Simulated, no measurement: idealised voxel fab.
process module | voxel transistor to metal
cross-section cut | 185 nm wide | cells 5 nm
A cross-section is a grid of square cells, given in bands from the top down. A band is one or more rows of cells.
Each band's line starts with the height of the band's top and of its bottom, in nm. Then come its materials from left to right, each with its width in nm. One material with "throughout" fills the band from edge to edge. "air" is empty space.
Height 0 is the level under which the wafer as received is all one material. The lowest band goes on downwards, as in "0 down".
A width such as "30 to 40" changes by the same amount from each row of cells to the next, from the band's top row to its bottom row.
"no change" after a step means that no cell of the cross-section changed.
closed voids: empty space of 8 cells or more with no open way to the top, each as width x height at its distance from the left edge, in nm
after a step's settings: what the simulator itself notes on the step
overlay nm, on a step with a mask: how far to the right of its planned place the mask lay; to the left if negative
plan
1 op RECEIVE | material Si
2 op OXIDIZE | depth nm 5
3 op CONFORMAL_DEP | material SiN | thk nm 10
4 op MASKED_ETCH | tone cover | mask id ACTIVE | width nm 115 | etch materials SiN | depth nm 10 | overlay nm 0
5 op MASKED_ETCH | tone cover | mask id ACTIVE | width nm 115 | etch materials SiO2 | depth nm 5 | overlay nm 0
6 op MASKED_ETCH | tone cover | mask id ACTIVE | width nm 115 | etch materials Si | depth nm 20 | overlay nm 0
7 op OXIDIZE | depth nm 5
8 op FILL_DEP | material SiO2 | thk nm 10
9 op CMP | height nm 10
10 op SELECTIVE_ETCH | etch materials SiO2 | depth nm 10
11 op STRIP | etch materials SiN
12 op SELECTIVE_ETCH | etch materials SiO2 | depth nm 5
13 op OXIDIZE | depth nm 5
14 op DIRECTIONAL_DEP | material polySi | thk nm 25
15 op DIRECTIONAL_DEP | material SiCN | thk nm 15
16 op PATTERN | tone cover | mask id GATE | material resist | width nm 35 | thk nm 20 | overlay nm 0
17 op DIRECTIONAL_ETCH | etch materials SiCN | depth nm 25
18 op DIRECTIONAL_ETCH | etch materials polySi | depth nm 35
19 op STRIP | etch materials resist
20 op CONFORMAL_DEP | material SiN | thk nm 10
21 op DIRECTIONAL_ETCH | etch materials SiN | depth nm 10
22 op DIRECTIONAL_ETCH | etch materials SiO2 | depth nm 5
23 op DIRECTIONAL_ETCH | etch materials Si | depth nm 15
24 op EPI | material SiGe | thk nm 20
25 op FILL_DEP | material SiO2 | thk nm 5
26 op CMP | height nm 20
27 op STRIP | etch materials polySi
28 op SELECTIVE_ETCH | etch materials SiO2 | depth nm 5
29 op CONFORMAL_DEP | material HfO2 | thk nm 5
30 op CONFORMAL_DEP | material TiN | thk nm 5
31 op FILL_DEP | material W | thk nm 10
32 op CMP | height nm 15
33 op DIRECTIONAL_DEP | material SiO2 | thk nm 10
34 op PATTERN | tone open | mask id CONTACT | material resist | width nm 20 | pitch nm 85 | thk nm 20 | overlay nm 0
35 op DIRECTIONAL_ETCH | etch materials SiO2 | depth nm 30
36 op STRIP | etch materials resist
37 op CONFORMAL_DEP | material TiN | thk nm 5
38 op FILL_DEP | material W | thk nm 10
39 op CMP | height nm 25
40 op DIRECTIONAL_DEP | material TiN | thk nm 5
41 op DIRECTIONAL_DEP | material Ru | thk nm 15
42 op PATTERN | tone cover | mask id METAL_1 | material resist | width nm 20 | pitch nm 85 | thk nm 15 | overlay nm 0
43 op DIRECTIONAL_ETCH | etch materials Ru | depth nm 15
44 op DIRECTIONAL_ETCH | etch materials TiN | depth nm 5
45 op STRIP | etch materials resist
46 op CONFORMAL_DEP | material SiCN | thk nm 5
47 op FILL_DEP | material lowk | thk nm 5
48 op CMP | height nm 35
49 op CONFORMAL_DEP | material SiCN | thk nm 5
50 op DIRECTIONAL_DEP | material lowk | thk nm 35
51 op MASKED_ETCH | tone open | mask id METAL_2_HOLES | width nm 15 | pitch nm 85 | etch materials lowk | depth nm 35 | overlay nm 0
52 op PATTERN | tone open | mask id METAL_2 | material resist | width nm 20 | pitch nm 85 | thk nm 15 | overlay nm 0
53 op DIRECTIONAL_ETCH | etch materials lowk | depth nm 20
54 op DIRECTIONAL_ETCH | etch materials SiCN | depth nm 5
55 op STRIP | etch materials resist
56 op CONFORMAL_DEP | material TiN | thk nm 5
57 op FILL_DEP | material Cu | thk nm 5
58 op CMP | height nm 85
59 op CONFORMAL_DEP | material SiCN | thk nm 5
varied across the wafers: height nm of step 48. The plan shows the first wafer's value. All wafers start alike
first wafer as received, after step 1
  0 down: Si throughout
  closed voids: none
first wafer at the end, after step 59
  90 to 85: SiCN throughout
  85 to 80: Cu throughout
  80 to 75: TiN 45 | Cu 10 | TiN 75 | Cu 10 | TiN 45
  75 to 60: lowk 40 | TiN 5 | Cu 10 | TiN 5 | lowk 65 | TiN 5 | Cu 10 | TiN 5 | lowk 40
  60 to 55: lowk 40 | TiN 5 | Cu 5 | TiN 10 | lowk 65 | TiN 5 | Cu 5 | TiN 10 | lowk 40
  55 to 40: lowk 40 | TiN 5 | Cu 5 | TiN 5 | lowk 70 | TiN 5 | Cu 5 | TiN 5 | lowk 45
  40 to 35: SiCN 40 | TiN 15 | SiCN 70 | TiN 15 | SiCN 45
  35 to 30: lowk 35 | SiCN 5 | Ru 20 | SiCN 5 | lowk 55 | SiCN 5 | Ru 20 | SiCN 5 | lowk 35
  30 to 25: SiCN 40 | TiN 20 | SiCN 65 | TiN 20 | SiCN 40
  25 to 15: SiO2 40 | TiN 5 | W 10 | TiN 5 | SiO2 65 | TiN 5 | W 10 | TiN 5 | SiO2 40
  15 to 10: SiO2 40 | TiN 20 | SiO2 5 | SiN 10 | HfO2 5 | TiN 5 | W 15 | TiN 5 | HfO2 5 | SiN 10 | SiO2 5 | TiN 20 | SiO2 40
  10 to 0: SiO2 40 | TiN 5 | SiGe 20 | SiN 10 | HfO2 5 | TiN 5 | W 15 | TiN 5 | HfO2 5 | SiN 10 | SiGe 20 | TiN 5 | SiO2 40
  0 to -5: SiO2 40 | TiN 5 | SiGe 20 | SiN 10 | HfO2 5 | TiN 25 | HfO2 5 | SiN 10 | SiGe 20 | TiN 5 | SiO2 40
  -5 to -10: SiO2 35 | SiGe 30 | SiO2 5 | HfO2 45 | SiO2 5 | SiGe 30 | SiO2 35
  -10 to -25: SiO2 40 | SiGe 25 | Si 55 | SiGe 25 | SiO2 40
  -25 to -30: SiO2 40 | Si 105 | SiO2 40
  -30 down: Si throughout
  closed voids: none
last wafer at the end
  90 to 85: SiCN throughout
  85 to 75: lowk 40 | TiN 5 | Cu 10 to 5 | TiN 5 to 10 | lowk 65 | TiN 5 | Cu 10 to 5 | TiN 5 to 10 | lowk 40
  75 to 60: lowk 40 | TiN 5 | Cu 5 | TiN 5 | lowk 70 | TiN 5 | Cu 5 | TiN 5 | lowk 45
  60 to 55: SiCN 40 | TiN 15 | SiCN 70 | TiN 15 | SiCN 45
  55 to 50: lowk throughout
  50 to 45: lowk 35 | SiCN 30 | lowk 55 | SiCN 30 | lowk 35
  45 to 30: lowk 35 | SiCN 5 | Ru 20 | SiCN 5 | lowk 55 | SiCN 5 | Ru 20 | SiCN 5 | lowk 35
  30 to 25: SiCN 40 | TiN 20 | SiCN 65 | TiN 20 | SiCN 40
  25 to 15: SiO2 40 | TiN 5 | W 10 | TiN 5 | SiO2 65 | TiN 5 | W 10 | TiN 5 | SiO2 40
  15 to 10: SiO2 40 | TiN 20 | SiO2 5 | SiN 10 | HfO2 5 | TiN 5 | W 15 | TiN 5 | HfO2 5 | SiN 10 | SiO2 5 | TiN 20 | SiO2 40
  10 to 0: SiO2 40 | TiN 5 | SiGe 20 | SiN 10 | HfO2 5 | TiN 5 | W 15 | TiN 5 | HfO2 5 | SiN 10 | SiGe 20 | TiN 5 | SiO2 40
  0 to -5: SiO2 40 | TiN 5 | SiGe 20 | SiN 10 | HfO2 5 | TiN 25 | HfO2 5 | SiN 10 | SiGe 20 | TiN 5 | SiO2 40
  -5 to -10: SiO2 35 | SiGe 30 | SiO2 5 | HfO2 45 | SiO2 5 | SiGe 30 | SiO2 35
  -10 to -25: SiO2 40 | SiGe 25 | Si 55 | SiGe 25 | SiO2 40
  -25 to -30: SiO2 40 | Si 105 | SiO2 40
  -30 down: Si throughout
  closed voids: none
each wafer at the end: cells of each material gained (+) or lost (-) since it was received, then its closed voids
height nm 35 | +61 Cu | +17 HfO2 | +8 Ru | -168 Si | +101 SiCN | +66 SiGe | +16 SiN | +204 SiO2 | +110 TiN | +17 W | +234 lowk | closed voids: none
height nm 40 | +24 Cu | +17 HfO2 | +16 Ru | -168 Si | +105 SiCN | +66 SiGe | +16 SiN | +204 SiO2 | +110 TiN | +17 W | +259 lowk | closed voids: none
height nm 45 | +20 Cu | +17 HfO2 | +24 Ru | -168 Si | +109 SiCN | +66 SiGe | +16 SiN | +204 SiO2 | +77 TiN | +17 W | +284 lowk | closed voids: none
height nm 50 | +16 Cu | +17 HfO2 | +24 Ru | -168 Si | +121 SiCN | +66 SiGe | +16 SiN | +204 SiO2 | +73 TiN | +17 W | +280 lowk | closed voids: none
height nm 55 | +12 Cu | +17 HfO2 | +24 Ru | -168 Si | +121 SiCN | +66 SiGe | +16 SiN | +204 SiO2 | +69 TiN | +17 W | +288 lowk | closed voids: none
